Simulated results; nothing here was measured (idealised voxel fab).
The name of this process module is voxel ribs on slabs.
250 nm wide, 5 nm square cells: that's cross-section cut.
Each cross-section below is a grid of square cells, stated as bands in top-down order, with one or more rows of cells making up each band. Read a band's entry like this: the first values are the height of its top and the height of its bottom in nm, and what follows is the sequence of materials from left to right, each with its width in nm. Note that "air" is empty space, and that a single material marked "throughout" reaches across the band from edge to edge. Note: height 0 marks the level under which the wafer is uniformly one material as received. Lowest band unbounded below, written "top 0, no bottom". It should be noted that a width expressed as "30..40" varies in equal increments from row to row of cells within the band, taking the value of the first number at the top row and that of the second number at the bottom row. "no modification" for a step: no cell of the cross-section changed in that step. "Enclosed cavities" specifies each empty space that is not open to the top and that occupies no fewer than 8 cells, using the form width x height at distance, the distance measured from the left edge and all three quantities in nm. It should be noted that, on the line of a given step, the content following the step's settings is a remark produced by the simulator itself with respect to that step. A step's line can hold "overlay nm"; with a mask on that step, the setting says how far right of the planned place the mask lay, while a negative setting says it lay to the left.

**Process steps foreseen in the plan**
1,RECEIVE [material Si]
2,DIRECTIONAL_DEP [material SiO2] [thk nm 30]
3,DIRECTIONAL_DEP [material SiN] [thk nm 15]
4,PATTERN [tone cover] [mask id RIB] [material resist] [width nm 25] [thk nm 15] [overlay nm 0]
5,DIRECTIONAL_ETCH [etch materials SiN] [depth nm 5]
6,STRIP [etch materials resist]
7,MASKED_ETCH [tone cover] [mask id SLAB] [width nm 75] [etch materials SiN] [depth nm 10] [overlay nm 0]
8,FILL_DEP [material SiO2] [thk nm 25]
9,CMP [height nm 60]
10,DIRECTIONAL_DEP [material TiN] [thk nm 10]
11,DIRECTIONAL_DEP [material aC] [thk nm 10]
12,PATTERN [tone cover] [mask id HEATER] [material resist] [width nm 35] [thk nm 30] [overlay nm 0]
13,DIRECTIONAL_ETCH [etch materials aC] [depth nm 10]
14,STRIP [etch materials resist]
15,DIRECTIONAL_ETCH [etch materials TiN] [depth nm 10]
16,STRIP [etch materials aC]
17,CONFORMAL_DEP [material SiN] [thk nm 5]

**Step 1 complete: cross-section of the wafer as received**
    top 0, no bottom  Si throughout
    Enclosed cavities: none

**Wafer cross-section at end of module: start and plan as shown above, one execution error**
    top 75, bottom 70  air: 100 | SiN: 45 | air: 105
    top 70, bottom 65  air: 100 | SiN: 5 | TiN: 35 | SiN: 5 | air: 105
    top 65, bottom 60  SiN: 105 | TiN: 35 | SiN: 110
    top 60, bottom 55  SiO2: 110 | SiN: 25 | SiO2: 115
    top 55, bottom 45  SiO2: 85 | SiN: 75 | SiO2: 90
    top 45, bottom 30  SiN throughout
    top 30, bottom 0  SiO2 throughout
    top 0, no bottom  Si throughout
    Enclosed cavities: none
Misprocessing identified: step 3 of the plan was carried out twice
